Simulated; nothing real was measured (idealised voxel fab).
The following is a process module called voxel gate over fins.
Cross-sectional view cut (width: 300 nm; square cell size: 5 nm).
Heads up, the way a cross-section reads in here is a grid of square cells, handed over as bands from the top down, with every band being one or more rows of cells.
Heads up on the band format: heights come first, top then bottom, in nm. After that it's the materials left to right, each with its width in nm. A single material flagged "everywhere" fills the whole band edge to edge, and "air" means there's empty space there.
Heights are expressed relative to 0, this being the level below which the as-received wafer comprises one material exclusively. The lowest band is unbounded in the downward direction and is denoted as in "top 0, no bottom".
Per-row width for "30->40": begins at first number (top row of band), ends at second number (bottom row), increment between rows held constant.
The designation "remained unchanged", where it is given for a processing step, indicates that no cell of the cross-section was altered in the course of that step.
The label "Entrapped voids" introduces a list of the empty spaces, 8 cells or larger, that have no open way up to the top; each entry in it reads width x height at distance, where the distance is taken from the left edge and all three are stated in nm.
Note: text after step settings on the step line = simulator remark on that step.
"overlay nm", when on a step's line for a step with a mask, measures how far to the right of its planned place the mask lay; a negative measure means to the left.
So the way this works: pairs, before and after one process step. The after picture only goes down to the lowest band that actually changed, nothing below. Step and its settings are under each pair. And watch out, pairs might come from different runs of this module, same starting wafer though, so a pair only follows on from the one above if its "State before" entry tells you so.
## State before
> top 0, no bottom | Si everywhere
> Entrapped voids: none
## Cross-Section Thereafter
> top 5, bottom 0 | SiN everywhere
> Lower than 0, everything is as it was.
> Entrapped voids: none
What process step lies between the two cross-sections above? CONFORMAL_DEP, material SiN, thk nm 5
State before: = after-state of the pair above.
## Cross-Section Thereafter
> top 15, bottom 5 | aC everywhere
> Lower than 5, everything is as it was.
> Entrapped voids: none
What process step lies between the two cross-sections above? DIRECTIONAL_DEP, material aC, thk nm 10
State before: = after-state of the pair above.
## Cross-Section Thereafter
> top 45, bottom 15 | air 100 nm; resist 15 nm; air 25 nm; resist 15 nm; air 25 nm; resist 15 nm; air 105 nm
> Lower than 15, everything is as it was.
> Entrapped voids: none
What process step lies between the two cross-sections above? PATTERN, tone cover, mask id FINS, material resist, width nm 15, pitch nm 40, thk nm 30, overlay nm 0
State before: = after-state of the pair above.
## Cross-Section Thereafter
> top 35, bottom 15 | air 100 nm; resist 15 nm; air 25 nm; resist 15 nm; air 25 nm; resist 15 nm; air 105 nm
> top 15, bottom 5 | air 100 nm; aC 15 nm; air 25 nm; aC 15 nm; air 25 nm; aC 15 nm; air 105 nm
> Lower than 5, everything is as it was.
> Entrapped voids: none
What process step lies between the two cross-sections above? DIRECTIONAL_ETCH, etch materials aC, depth nm 10
State before: = after-state of the pair above.
## Cross-Section Thereafter
> top 15, bottom 5 | air 100 nm; aC 15 nm; air 25 nm; aC 15 nm; air 25 nm; aC 15 nm; air 105 nm
> Lower than 5, everything is as it was.
> Entrapped voids: none
What process step lies between the two cross-sections above? STRIP, etch materials resist
State before: = after-state of the pair above.
## Cross-Section Thereafter
> top 15, bottom 5 | air 100 nm; aC 15 nm; air 25 nm; aC 15 nm; air 25 nm; aC 15 nm; air 105 nm
> top 5, bottom 0 | air 100 nm; SiN 15 nm; air 25 nm; SiN 15 nm; air 25 nm; SiN 15 nm; air 105 nm
> Lower than 0, everything is as it was.
> Entrapped voids: none
What process step lies between the two cross-sections above? DIRECTIONAL_ETCH, etch materials SiN, depth nm 5
State before: = after-state of the pair above.
## Cross-Section Thereafter
> top 15, bottom 5 | air 100 nm; aC 15 nm; air 25 nm; aC 15 nm; air 25 nm; aC 15 nm; air 105 nm
> top 5, bottom 0 | air 100 nm; SiN 15 nm; air 25 nm; SiN 15 nm; air 25 nm; SiN 15 nm; air 105 nm
> top 0, bottom -30 | air 100 nm; Si 15 nm; air 25 nm; Si 15 nm; air 25 nm; Si 15 nm; air 105 nm
> Lower than -30, everything is as it was.
> Entrapped voids: none
What process step lies between the two cross-sections above? DIRECTIONAL_ETCH, etch materials Si, depth nm 30
State before: = after-state of the pair above.
## Cross-Section Thereafter
> top 5, bottom 0 | air 100 nm; SiN 15 nm; air 25 nm; SiN 15 nm; air 25 nm; SiN 15 nm; air 105 nm
> Lower than 0, everything is as it was.
> Entrapped voids: none
What process step lies between the two cross-sections above? STRIP, etch materials aC
State before: = after-state of the pair above.
## Cross-Section Thereafter
> top 5, bottom 0 | air 100 nm; SiN 15 nm; air 25 nm; SiN 15 nm; air 25 nm; SiN 15 nm; air 105 nm
> top 0, bottom -30 | air 100 nm; SiO2 5 nm; Si 5 nm; SiO2 5 nm; air 25 nm; SiO2 5 nm; Si 5 nm; SiO2 5 nm; air 25 nm; SiO2 5 nm; Si 5 nm; SiO2 5 nm; air 105 nm
> top -30, bottom -35 | SiO2 105 nm; Si 5 nm; SiO2 35 nm; Si 5 nm; SiO2 35 nm; Si 5 nm; SiO2 110 nm
> Lower than -35, everything is as it was.
> Entrapped voids: none
What process step lies between the two cross-sections above? OXIDIZE, depth nm 5
State before: = after-state of the pair above.
## Cross-Section Thereafter
> top 15, bottom 5 | SiO2 everywhere
> top 5, bottom 0 | SiO2 100 nm; SiN 15 nm; SiO2 25 nm; SiN 15 nm; SiO2 25 nm; SiN 15 nm; SiO2 105 nm
> top 0, bottom -35 | SiO2 105 nm; Si 5 nm; SiO2 35 nm; Si 5 nm; SiO2 35 nm; Si 5 nm; SiO2 110 nm
> Lower than -35, everything is as it was.
> Entrapped voids: none
What process step lies between the two cross-sections above? FILL_DEP, material SiO2, thk nm 10
State before: = after-state of the pair above.
## Cross-Section Thereafter
> top 5, bottom 0 | SiO2 100 nm; SiN 15 nm; SiO2 25 nm; SiN 15 nm; SiO2 25 nm; SiN 15 nm; SiO2 105 nm
> Lower than 0, everything is as it was.
> Entrapped voids: none
What process step lies between the two cross-sections above? CMP, height nm 5
State before: = after-state of the pair above.
## Cross-Section Thereafter
> top 5, bottom 0 | air 100 nm; SiN 15 nm; air 25 nm; SiN 15 nm; air 25 nm; SiN 15 nm; air 105 nm
> top 0, bottom -15 | air 105 nm; Si 5 nm; air 35 nm; Si 5 nm; air 35 nm; Si 5 nm; air 110 nm
> Lower than -15, everything is as it was.
> Entrapped voids: none
What process step lies between the two cross-sections above? SELECTIVE_ETCH, etch materials SiO2, depth nm 20
State before: = after-state of the pair above.
## Cross-Section Thereafter
> top 0, bottom -15 | air 105 nm; Si 5 nm; air 35 nm; Si 5 nm; air 35 nm; Si 5 nm; air 110 nm
> Lower than -15, everything is as it was.
> Entrapped voids: none
What process step lies between the two cross-sections above? STRIP, etch materials SiN
State before: = after-state of the pair above.
## Cross-Section Thereafter
> top 5, bottom 0 | air 100 nm; HfO2 15 nm; air 25 nm; HfO2 15 nm; air 25 nm; HfO2 15 nm; air 105 nm
> top 0, bottom -10 | air 100 nm; HfO2 5 nm; Si 5 nm; HfO2 5 nm; air 25 nm; HfO2 5 nm; Si 5 nm; HfO2 5 nm; air 25 nm; HfO2 5 nm; Si 5 nm; HfO2 5 nm; air 105 nm
> top -10, bottom -15 | HfO2 105 nm; Si 5 nm; HfO2 35 nm; Si 5 nm; HfO2 35 nm; Si 5 nm; HfO2 110 nm
> Lower than -15, everything is as it was.
> Entrapped voids: none
What process step lies between the two cross-sections above? CONFORMAL_DEP, material HfO2, thk nm 5
State before: = after-state of the pair above.
## Cross-Section Thereafter
> top 10, bottom 5 | air 95 nm; TiN 25 nm; air 15 nm; TiN 25 nm; air 15 nm; TiN 25 nm; air 100 nm
> top 5, bottom 0 | air 95 nm; TiN 5 nm; HfO2 15 nm; TiN 5 nm; air 15 nm; TiN 5 nm; HfO2 15 nm; TiN 5 nm; air 15 nm; TiN 5 nm; HfO2 15 nm; TiN 5 nm; air 100 nm
> top 0, bottom -5 | air 95 nm; TiN 5 nm; HfO2 5 nm; Si 5 nm; HfO2 5 nm; TiN 5 nm; air 15 nm; TiN 5 nm; HfO2 5 nm; Si 5 nm; HfO2 5 nm; TiN 5 nm; air 15 nm; TiN 5 nm; HfO2 5 nm; Si 5 nm; HfO2 5 nm; TiN 5 nm; air 100 nm
> top -5, bottom -10 | TiN 100 nm; HfO2 5 nm; Si 5 nm; HfO2 5 nm; TiN 25 nm; HfO2 5 nm; Si 5 nm; HfO2 5 nm; TiN 25 nm; HfO2 5 nm; Si 5 nm; HfO2 5 nm; TiN 105 nm
> Lower than -10, everything is as it was.
> Entrapped voids: none
What process step lies between the two cross-sections above? CONFORMAL_DEP, material TiN, thk nm 5
State before: = after-state of the pair above.
## Cross-Section Thereafter
> top 15, bottom 10 | air 90 nm; TiAl 35 nm; air 5 nm; TiAl 35 nm; air 5 nm; TiAl 35 nm; air 95 nm
> top 10, bottom 5 | air 90 nm; TiAl 5 nm; TiN 25 nm; TiAl 5 nm; air 5 nm; TiAl 5 nm; TiN 25 nm; TiAl 5 nm; air 5 nm; TiAl 5 nm; TiN 25 nm; TiAl 5 nm; air 95 nm
> top 5, bottom 0 | air 90 nm; TiAl 5 nm; TiN 5 nm; HfO2 15 nm; TiN 5 nm; TiAl 5 nm; air 5 nm; TiAl 5 nm; TiN 5 nm; HfO2 15 nm; TiN 5 nm; TiAl 5 nm; air 5 nm; TiAl 5 nm; TiN 5 nm; HfO2 15 nm; TiN 5 nm; TiAl 5 nm; air 95 nm
> top 0, bottom -5 | TiAl 95 nm; TiN 5 nm; HfO2 5 nm; Si 5 nm; HfO2 5 nm; TiN 5 nm; TiAl 15 nm; TiN 5 nm; HfO2 5 nm; Si 5 nm; HfO2 5 nm; TiN 5 nm; TiAl 15 nm; TiN 5 nm; HfO2 5 nm; Si 5 nm; HfO2 5 nm; TiN 5 nm; TiAl 100 nm
> Lower than -5, everything is as it was.
> Entrapped voids: none
What process step lies between the two cross-sections above? CONFORMAL_DEP, material TiAl, thk nm 5
State before: = after-state of the pair above.
## Cross-Section Thereafter
> top 20, bottom 15 | air 85 nm; TiN 125 nm; air 90 nm
> top 15, bottom 10 | air 85 nm; TiN 5 nm; TiAl 35 nm; TiN 5 nm; TiAl 35 nm; TiN 5 nm; TiAl 35 nm; TiN 5 nm; air 90 nm
> top 10, bottom 5 | air 85 nm; TiN 5 nm; TiAl 5 nm; TiN 25 nm; TiAl 5 nm; TiN 5 nm; TiAl 5 nm; TiN 25 nm; TiAl 5 nm; TiN 5 nm; TiAl 5 nm; TiN 25 nm; TiAl 5 nm; TiN 5 nm; air 90 nm
> top 5, bottom 0 | TiN 90 nm; TiAl 5 nm; TiN 5 nm; HfO2 15 nm; TiN 5 nm; TiAl 5 nm; TiN 5 nm; TiAl 5 nm; TiN 5 nm; HfO2 15 nm; TiN 5 nm; TiAl 5 nm; TiN 5 nm; TiAl 5 nm; TiN 5 nm; HfO2 15 nm; TiN 5 nm; TiAl 5 nm; TiN 95 nm
> Lower than 0, everything is as it was.
> Entrapped voids: none
What process step lies between the two cross-sections above? CONFORMAL_DEP, material TiN, thk nm 5
State before: = after-state of the pair above.
## Cross-Section Thereafter
> top 35, bottom 20 | W everywhere
> top 20, bottom 15 | W 85 nm; TiN 125 nm; W 90 nm
> top 15, bottom 10 | W 85 nm; TiN 5 nm; TiAl 35 nm; TiN 5 nm; TiAl 35 nm; TiN 5 nm; TiAl 35 nm; TiN 5 nm; W 90 nm
> top 10, bottom 5 | W 85 nm; TiN 5 nm; TiAl 5 nm; TiN 25 nm; TiAl 5 nm; TiN 5 nm; TiAl 5 nm; TiN 25 nm; TiAl 5 nm; TiN 5 nm; TiAl 5 nm; TiN 25 nm; TiAl 5 nm; TiN 5 nm; W 90 nm
> Lower than 5, everything is as it was.
> Entrapped voids: none
What process step lies between the two cross-sections above? FILL_DEP, material W, thk nm 15
State before: = after-state of the pair above.
## Cross-Section Thereafter
> top 30, bottom 20 | W everywhere
> Lower than 20, everything is as it was.
> Entrapped voids: none
What process step lies between the two cross-sections above? CMP, height nm 30
State before: = after-state of the pair above.
## Cross-Section Thereafter
> top 35, bottom 30 | SiCN everywhere
> Lower than 30, everything is as it was.
> Entrapped voids: none
What process step lies between the two cross-sections above? CONFORMAL_DEP, material SiCN, thk nm 5
## State before
> top 0, bottom -15 | air 105 nm; Si 5 nm; air 35 nm; Si 5 nm; air 35 nm; Si 5 nm; air 110 nm
> top -15, bottom -35 | SiO2 105 nm; Si 5 nm; SiO2 35 nm; Si 5 nm; SiO2 35 nm; Si 5 nm; SiO2 110 nm
> top -35, no bottom | Si everywhere
> Entrapped voids: none
## Cross-Section Thereafter
> top 5, bottom 0 | air 100 nm; TiN 15 nm; air 25 nm; TiN 15 nm; air 25 nm; TiN 15 nm; air 105 nm
> top 0, bottom -10 | air 100 nm; TiN 5 nm; Si 5 nm; TiN 5 nm; air 25 nm; TiN 5 nm; Si 5 nm; TiN 5 nm; air 25 nm; TiN 5 nm; Si 5 nm; TiN 5 nm; air 105 nm
> top -10, bottom -15 | TiN 105 nm; Si 5 nm; TiN 35 nm; Si 5 nm; TiN 35 nm; Si 5 nm; TiN 110 nm
> Lower than -15, everything is as it was.
> Entrapped voids: none
What process step lies between the two cross-sections above? CONFORMAL_DEP, material TiN, thk nm 5
State before: = after-state of the pair above.
## Cross-Section Thereafter
> top 10, bottom 5 | air 95 nm; TiAl 25 nm; air 15 nm; TiAl 25 nm; air 15 nm; TiAl 25 nm; air 100 nm
> top 5, bottom 0 | air 95 nm; TiAl 5 nm; TiN 15 nm; TiAl 5 nm; air 15 nm; TiAl 5 nm; TiN 15 nm; TiAl 5 nm; air 15 nm; TiAl 5 nm; TiN 15 nm; TiAl 5 nm; air 100 nm
> top 0, bottom -5 | air 95 nm; TiAl 5 nm; TiN 5 nm; Si 5 nm; TiN 5 nm; TiAl 5 nm; air 15 nm; TiAl 5 nm; TiN 5 nm; Si 5 nm; TiN 5 nm; TiAl 5 nm; air 15 nm; TiAl 5 nm; TiN 5 nm; Si 5 nm; TiN 5 nm; TiAl 5 nm; air 100 nm
> top -5, bottom -10 | TiAl 100 nm; TiN 5 nm; Si 5 nm; TiN 5 nm; TiAl 25 nm; TiN 5 nm; Si 5 nm; TiN 5 nm; TiAl 25 nm; TiN 5 nm; Si 5 nm; TiN 5 nm; TiAl 105 nm
> Lower than -10, everything is as it was.
> Entrapped voids: none
What process step lies between the two cross-sections above? CONFORMAL_DEP, material TiAl, thk nm 5
State before: = after-state of the pair above.
## Cross-Section Thereafter
> top 15, bottom 10 | air 90 nm; TiN 35 nm; air 5 nm; TiN 35 nm; air 5 nm; TiN 35 nm; air 95 nm
> top 10, bottom 5 | air 90 nm; TiN 5 nm; TiAl 25 nm; TiN 5 nm; air 5 nm; TiN 5 nm; TiAl 25 nm; TiN 5 nm; air 5 nm; TiN 5 nm; TiAl 25 nm; TiN 5 nm; air 95 nm
> top 5, bottom 0 | air 90 nm; TiN 5 nm; TiAl 5 nm; TiN 15 nm; TiAl 5 nm; TiN 5 nm; air 5 nm; TiN 5 nm; TiAl 5 nm; TiN 15 nm; TiAl 5 nm; TiN 5 nm; air 5 nm; TiN 5 nm; TiAl 5 nm; TiN 15 nm; TiAl 5 nm; TiN 5 nm; air 95 nm
> top 0, bottom -5 | TiN 95 nm; TiAl 5 nm; TiN 5 nm; Si 5 nm; TiN 5 nm; TiAl 5 nm; TiN 15 nm; TiAl 5 nm; TiN 5 nm; Si 5 nm; TiN 5 nm; TiAl 5 nm; TiN 15 nm; TiAl 5 nm; TiN 5 nm; Si 5 nm; TiN 5 nm; TiAl 5 nm; TiN 100 nm
> Lower than -5, everything is as it was.
> Entrapped voids: none
What process step lies between the two cross-sections above? CONFORMAL_DEP, material TiN, thk nm 5
State before: = after-state of the pair above.
## Cross-Section Thereafter
> top 30, bottom 15 | W everywhere
> top 15, bottom 10 | W 90 nm; TiN 35 nm; W 5 nm; TiN 35 nm; W 5 nm; TiN 35 nm; W 95 nm
> top 10, bottom 5 | W 90 nm; TiN 5 nm; TiAl 25 nm; TiN 5 nm; W 5 nm; TiN 5 nm; TiAl 25 nm; TiN 5 nm; W 5 nm; TiN 5 nm; TiAl 25 nm; TiN 5 nm; W 95 nm
> top 5, bottom 0 | W 90 nm; TiN 5 nm; TiAl 5 nm; TiN 15 nm; TiAl 5 nm; TiN 5 nm; W 5 nm; TiN 5 nm; TiAl 5 nm; TiN 15 nm; TiAl 5 nm; TiN 5 nm; W 5 nm; TiN 5 nm; TiAl 5 nm; TiN 15 nm; TiAl 5 nm; TiN 5 nm; W 95 nm
> Lower than 0, everything is as it was.
> Entrapped voids: none
What process step lies between the two cross-sections above? FILL_DEP, material W, thk nm 15
State before: = after-state of the pair above.
## Cross-Section Thereafter
> top 35, bottom 30 | SiCN everywhere
> Lower than 30, everything is as it was.
> Entrapped voids: none
What process step lies between the two cross-sections above? CONFORMAL_DEP, material SiCN, thk nm 5
## State before
> top 5, bottom 0 | air 100 nm; SiN 15 nm; air 25 nm; SiN 15 nm; air 25 nm; SiN 15 nm; air 105 nm
> top 0, bottom -15 | air 105 nm; Si 5 nm; air 35 nm; Si 5 nm; air 35 nm; Si 5 nm; air 110 nm
> top -15, bottom -35 | SiO2 105 nm; Si 5 nm; SiO2 35 nm; Si 5 nm; SiO2 35 nm; Si 5 nm; SiO2 110 nm
> top -35, no bottom | Si everywhere
> Entrapped voids: none
## Cross-Section Thereafter
> top 5, bottom 0 | air 100 nm; SiN 15 nm; air 25 nm; SiN 15 nm; air 25 nm; SiN 15 nm; air 105 nm
> top 0, bottom -35 | air 105 nm; Si 5 nm; air 35 nm; Si 5 nm; air 35 nm; Si 5 nm; air 110 nm
> Lower than -35, everything is as it was.
> Entrapped voids: none
What process step lies between the two cross-sections above? SELECTIVE_ETCH, etch materials SiO2, depth nm 20
State before: = after-state of the pair above.
## Cross-Section Thereafter
> top 0, bottom -35 | air 105 nm; Si 5 nm; air 35 nm; Si 5 nm; air 35 nm; Si 5 nm; air 110 nm
> Lower than -35, everything is as it was.
> Entrapped voids: none
What process step lies between the two cross-sections above? STRIP, etch materials SiN
State before: = after-state of the pair above.
## Cross-Section Thereafter
> top 5, bottom 0 | air 100 nm; HfO2 15 nm; air 25 nm; HfO2 15 nm; air 25 nm; HfO2 15 nm; air 105 nm
> top 0, bottom -30 | air 100 nm; HfO2 5 nm; Si 5 nm; HfO2 5 nm; air 25 nm; HfO2 5 nm; Si 5 nm; HfO2 5 nm; air 25 nm; HfO2 5 nm; Si 5 nm; HfO2 5 nm; air 105 nm
> top -30, bottom -35 | HfO2 105 nm; Si 5 nm; HfO2 35 nm; Si 5 nm; HfO2 35 nm; Si 5 nm; HfO2 110 nm
> Lower than -35, everything is as it was.
> Entrapped voids: none
What process step lies between the two cross-sections above? CONFORMAL_DEP, material HfO2, thk nm 5
State before: = after-state of the pair above.
## Cross-Section Thereafter
> top 10, bottom 5 | air 95 nm; TiN 25 nm; air 15 nm; TiN 25 nm; air 15 nm; TiN 25 nm; air 100 nm
> top 5, bottom 0 | air 95 nm; TiN 5 nm; HfO2 15 nm; TiN 5 nm; air 15 nm; TiN 5 nm; HfO2 15 nm; TiN 5 nm; air 15 nm; TiN 5 nm; HfO2 15 nm; TiN 5 nm; air 100 nm
> top 0, bottom -25 | air 95 nm; TiN 5 nm; HfO2 5 nm; Si 5 nm; HfO2 5 nm; TiN 5 nm; air 15 nm; TiN 5 nm; HfO2 5 nm; Si 5 nm; HfO2 5 nm; TiN 5 nm; air 15 nm; TiN 5 nm; HfO2 5 nm; Si 5 nm; HfO2 5 nm; TiN 5 nm; air 100 nm
> top -25, bottom -30 | TiN 100 nm; HfO2 5 nm; Si 5 nm; HfO2 5 nm; TiN 25 nm; HfO2 5 nm; Si 5 nm; HfO2 5 nm; TiN 25 nm; HfO2 5 nm; Si 5 nm; HfO2 5 nm; TiN 105 nm
> Lower than -30, everything is as it was.
> Entrapped voids: none
What process step lies between the two cross-sections above? CONFORMAL_DEP, material TiN, thk nm 5
State before: = after-state of the pair above.
## Cross-Section Thereafter
> top 15, bottom 10 | air 90 nm; TiAl 35 nm; air 5 nm; TiAl 35 nm; air 5 nm; TiAl 35 nm; air 95 nm
> top 10, bottom 5 | air 90 nm; TiAl 5 nm; TiN 25 nm; TiAl 5 nm; air 5 nm; TiAl 5 nm; TiN 25 nm; TiAl 5 nm; air 5 nm; TiAl 5 nm; TiN 25 nm; TiAl 5 nm; air 95 nm
> top 5, bottom 0 | air 90 nm; TiAl 5 nm; TiN 5 nm; HfO2 15 nm; TiN 5 nm; TiAl 5 nm; air 5 nm; TiAl 5 nm; TiN 5 nm; HfO2 15 nm; TiN 5 nm; TiAl 5 nm; air 5 nm; TiAl 5 nm; TiN 5 nm; HfO2 15 nm; TiN 5 nm; TiAl 5 nm; air 95 nm
> top 0, bottom -20 | air 90 nm; TiAl 5 nm; TiN 5 nm; HfO2 5 nm; Si 5 nm; HfO2 5 nm; TiN 5 nm; TiAl 5 nm; air 5 nm; TiAl 5 nm; TiN 5 nm; HfO2 5 nm; Si 5 nm; HfO2 5 nm; TiN 5 nm; TiAl 5 nm; air 5 nm; TiAl 5 nm; TiN 5 nm; HfO2 5 nm; Si 5 nm; HfO2 5 nm; TiN 5 nm; TiAl 5 nm; air 95 nm
> top -20, bottom -25 | TiAl 95 nm; TiN 5 nm; HfO2 5 nm; Si 5 nm; HfO2 5 nm; TiN 5 nm; TiAl 15 nm; TiN 5 nm; HfO2 5 nm; Si 5 nm; HfO2 5 nm; TiN 5 nm; TiAl 15 nm; TiN 5 nm; HfO2 5 nm; Si 5 nm; HfO2 5 nm; TiN 5 nm; TiAl 100 nm
> Lower than -25, everything is as it was.
> Entrapped voids: none
What process step lies between the two cross-sections above? CONFORMAL_DEP, material TiAl, thk nm 5
State before: = after-state of the pair above.
## Cross-Section Thereafter
> top 20, bottom 15 | air 85 nm; TiN 125 nm; air 90 nm
> top 15, bottom 10 | air 85 nm; TiN 5 nm; TiAl 35 nm; TiN 5 nm; TiAl 35 nm; TiN 5 nm; TiAl 35 nm; TiN 5 nm; air 90 nm
> top 10, bottom 5 | air 85 nm; TiN 5 nm; TiAl 5 nm; TiN 25 nm; TiAl 5 nm; TiN 5 nm; TiAl 5 nm; TiN 25 nm; TiAl 5 nm; TiN 5 nm; TiAl 5 nm; TiN 25 nm; TiAl 5 nm; TiN 5 nm; air 90 nm
> top 5, bottom 0 | air 85 nm; TiN 5 nm; TiAl 5 nm; TiN 5 nm; HfO2 15 nm; TiN 5 nm; TiAl 5 nm; TiN 5 nm; TiAl 5 nm; TiN 5 nm; HfO2 15 nm; TiN 5 nm; TiAl 5 nm; TiN 5 nm; TiAl 5 nm; TiN 5 nm; HfO2 15 nm; TiN 5 nm; TiAl 5 nm; TiN 5 nm; air 90 nm
> top 0, bottom -15 | air 85 nm; TiN 5 nm; TiAl 5 nm; TiN 5 nm; HfO2 5 nm; Si 5 nm; HfO2 5 nm; TiN 5 nm; TiAl 5 nm; TiN 5 nm; TiAl 5 nm; TiN 5 nm; HfO2 5 nm; Si 5 nm; HfO2 5 nm; TiN 5 nm; TiAl 5 nm; TiN 5 nm; TiAl 5 nm; TiN 5 nm; HfO2 5 nm; Si 5 nm; HfO2 5 nm; TiN 5 nm; TiAl 5 nm; TiN 5 nm; air 90 nm
> top -15, bottom -20 | TiN 90 nm; TiAl 5 nm; TiN 5 nm; HfO2 5 nm; Si 5 nm; HfO2 5 nm; TiN 5 nm; TiAl 5 nm; TiN 5 nm; TiAl 5 nm; TiN 5 nm; HfO2 5 nm; Si 5 nm; HfO2 5 nm; TiN 5 nm; TiAl 5 nm; TiN 5 nm; TiAl 5 nm; TiN 5 nm; HfO2 5 nm; Si 5 nm; HfO2 5 nm; TiN 5 nm; TiAl 5 nm; TiN 95 nm
> Lower than -20, everything is as it was.
> Entrapped voids: none
What process step lies between the two cross-sections above? CONFORMAL_DEP, material TiN, thk nm 5
State before: = after-state of the pair above.
## Cross-Section Thereafter
> top 35, bottom 20 | W everywhere
> top 20, bottom 15 | W 85 nm; TiN 125 nm; W 90 nm
> top 15, bottom 10 | W 85 nm; TiN 5 nm; TiAl 35 nm; TiN 5 nm; TiAl 35 nm; TiN 5 nm; TiAl 35 nm; TiN 5 nm; W 90 nm
> top 10, bottom 5 | W 85 nm; TiN 5 nm; TiAl 5 nm; TiN 25 nm; TiAl 5 nm; TiN 5 nm; TiAl 5 nm; TiN 25 nm; TiAl 5 nm; TiN 5 nm; TiAl 5 nm; TiN 25 nm; TiAl 5 nm; TiN 5 nm; W 90 nm
> top 5, bottom 0 | W 85 nm; TiN 5 nm; TiAl 5 nm; TiN 5 nm; HfO2 15 nm; TiN 5 nm; TiAl 5 nm; TiN 5 nm; TiAl 5 nm; TiN 5 nm; HfO2 15 nm; TiN 5 nm; TiAl 5 nm; TiN 5 nm; TiAl 5 nm; TiN 5 nm; HfO2 15 nm; TiN 5 nm; TiAl 5 nm; TiN 5 nm; W 90 nm
> top 0, bottom -15 | W 85 nm; TiN 5 nm; TiAl 5 nm; TiN 5 nm; HfO2 5 nm; Si 5 nm; HfO2 5 nm; TiN 5 nm; TiAl 5 nm; TiN 5 nm; TiAl 5 nm; TiN 5 nm; HfO2 5 nm; Si 5 nm; HfO2 5 nm; TiN 5 nm; TiAl 5 nm; TiN 5 nm; TiAl 5 nm; TiN 5 nm; HfO2 5 nm; Si 5 nm; HfO2 5 nm; TiN 5 nm; TiAl 5 nm; TiN 5 nm; W 90 nm
> Lower than -15, everything is as it was.
> Entrapped voids: none
What process step lies between the two cross-sections above? FILL_DEP, material W, thk nm 15
State before: = after-state of the pair above.
## Cross-Section Thereafter
> top 30, bottom 20 | W everywhere
> Lower than 20, everything is as it was.
> Entrapped voids: none
What process step lies between the two cross-sections above? CMP, height nm 30
State before: = after-state of the pair above.
## Cross-Section Thereafter
> top 35, bottom 30 | SiCN everywhere
> Lower than 30, everything is as it was.
> Entrapped voids: none
What process step lies between the two cross-sections above? CONFORMAL_DEP, material SiCN, thk nm 5
## State before
> top 5, bottom 0 | air 100 nm; TiN 15 nm; air 25 nm; TiN 15 nm; air 25 nm; TiN 15 nm; air 105 nm
> top 0, bottom -10 | air 100 nm; TiN 5 nm; Si 5 nm; TiN 5 nm; air 25 nm; TiN 5 nm; Si 5 nm; TiN 5 nm; air 25 nm; TiN 5 nm; Si 5 nm; TiN 5 nm; air 105 nm
> top -10, bottom -15 | TiN 105 nm; Si 5 nm; TiN 35 nm; Si 5 nm; TiN 35 nm; Si 5 nm; TiN 110 nm
> top -15, bottom -35 | SiO2 105 nm; Si 5 nm; SiO2 35 nm; Si 5 nm; SiO2 35 nm; Si 5 nm; SiO2 110 nm
> top -35, no bottom | Si everywhere
> Entrapped voids: none
## Cross-Section Thereafter
> top 10, bottom 5 | air 95 nm; HfO2 25 nm; air 15 nm; HfO2 25 nm; air 15 nm; HfO2 25 nm; air 100 nm
> top 5, bottom 0 | air 95 nm; HfO2 5 nm; TiN 15 nm; HfO2 5 nm; air 15 nm; HfO2 5 nm; TiN 15 nm; HfO2 5 nm; air 15 nm; HfO2 5 nm; TiN 15 nm; HfO2 5 nm; air 100 nm
> top 0, bottom -5 | air 95 nm; HfO2 5 nm; TiN 5 nm; Si 5 nm; TiN 5 nm; HfO2 5 nm; air 15 nm; HfO2 5 nm; TiN 5 nm; Si 5 nm; TiN 5 nm; HfO2 5 nm; air 15 nm; HfO2 5 nm; TiN 5 nm; Si 5 nm; TiN 5 nm; HfO2 5 nm; air 100 nm
> top -5, bottom -10 | HfO2 100 nm; TiN 5 nm; Si 5 nm; TiN 5 nm; HfO2 25 nm; TiN 5 nm; Si 5 nm; TiN 5 nm; HfO2 25 nm; TiN 5 nm; Si 5 nm; TiN 5 nm; HfO2 105 nm
> Lower than -10, everything is as it was.
> Entrapped voids: none
What process step lies between the two cross-sections above? CONFORMAL_DEP, material HfO2, thk nm 5
State before: = after-state of the pair above.
## Cross-Section Thereafter
> top 15, bottom 10 | air 90 nm; TiAl 35 nm; air 5 nm; TiAl 35 nm; air 5 nm; TiAl 35 nm; air 95 nm
> top 10, bottom 5 | air 90 nm; TiAl 5 nm; HfO2 25 nm; TiAl 5 nm; air 5 nm; TiAl 5 nm; HfO2 25 nm; TiAl 5 nm; air 5 nm; TiAl 5 nm; HfO2 25 nm; TiAl 5 nm; air 95 nm
> top 5, bottom 0 | air 90 nm; TiAl 5 nm; HfO2 5 nm; TiN 15 nm; HfO2 5 nm; TiAl 5 nm; air 5 nm; TiAl 5 nm; HfO2 5 nm; TiN 15 nm; HfO2 5 nm; TiAl 5 nm; air 5 nm; TiAl 5 nm; HfO2 5 nm; TiN 15 nm; HfO2 5 nm; TiAl 5 nm; air 95 nm
> top 0, bottom -5 | TiAl 95 nm; HfO2 5 nm; TiN 5 nm; Si 5 nm; TiN 5 nm; HfO2 5 nm; TiAl 15 nm; HfO2 5 nm; TiN 5 nm; Si 5 nm; TiN 5 nm; HfO2 5 nm; TiAl 15 nm; HfO2 5 nm; TiN 5 nm; Si 5 nm; TiN 5 nm; HfO2 5 nm; TiAl 100 nm
> Lower than -5, everything is as it was.
> Entrapped voids: none
What process step lies between the two cross-sections above? CONFORMAL_DEP, material TiAl, thk nm 5
State before: = after-state of the pair above.
## Cross-Section Thereafter
> top 20, bottom 15 | air 85 nm; TiN 125 nm; air 90 nm
> top 15, bottom 10 | air 85 nm; TiN 5 nm; TiAl 35 nm; TiN 5 nm; TiAl 35 nm; TiN 5 nm; TiAl 35 nm; TiN 5 nm; air 90 nm
> top 10, bottom 5 | air 85 nm; TiN 5 nm; TiAl 5 nm; HfO2 25 nm; TiAl 5 nm; TiN 5 nm; TiAl 5 nm; HfO2 25 nm; TiAl 5 nm; TiN 5 nm; TiAl 5 nm; HfO2 25 nm; TiAl 5 nm; TiN 5 nm; air 90 nm
> top 5, bottom 0 | TiN 90 nm; TiAl 5 nm; HfO2 5 nm; TiN 15 nm; HfO2 5 nm; TiAl 5 nm; TiN 5 nm; TiAl 5 nm; HfO2 5 nm; TiN 15 nm; HfO2 5 nm; TiAl 5 nm; TiN 5 nm; TiAl 5 nm; HfO2 5 nm; TiN 15 nm; HfO2 5 nm; TiAl 5 nm; TiN 95 nm
> Lower than 0, everything is as it was.
> Entrapped voids: none
What process step lies between the two cross-sections above? CONFORMAL_DEP, material TiN, thk nm 5
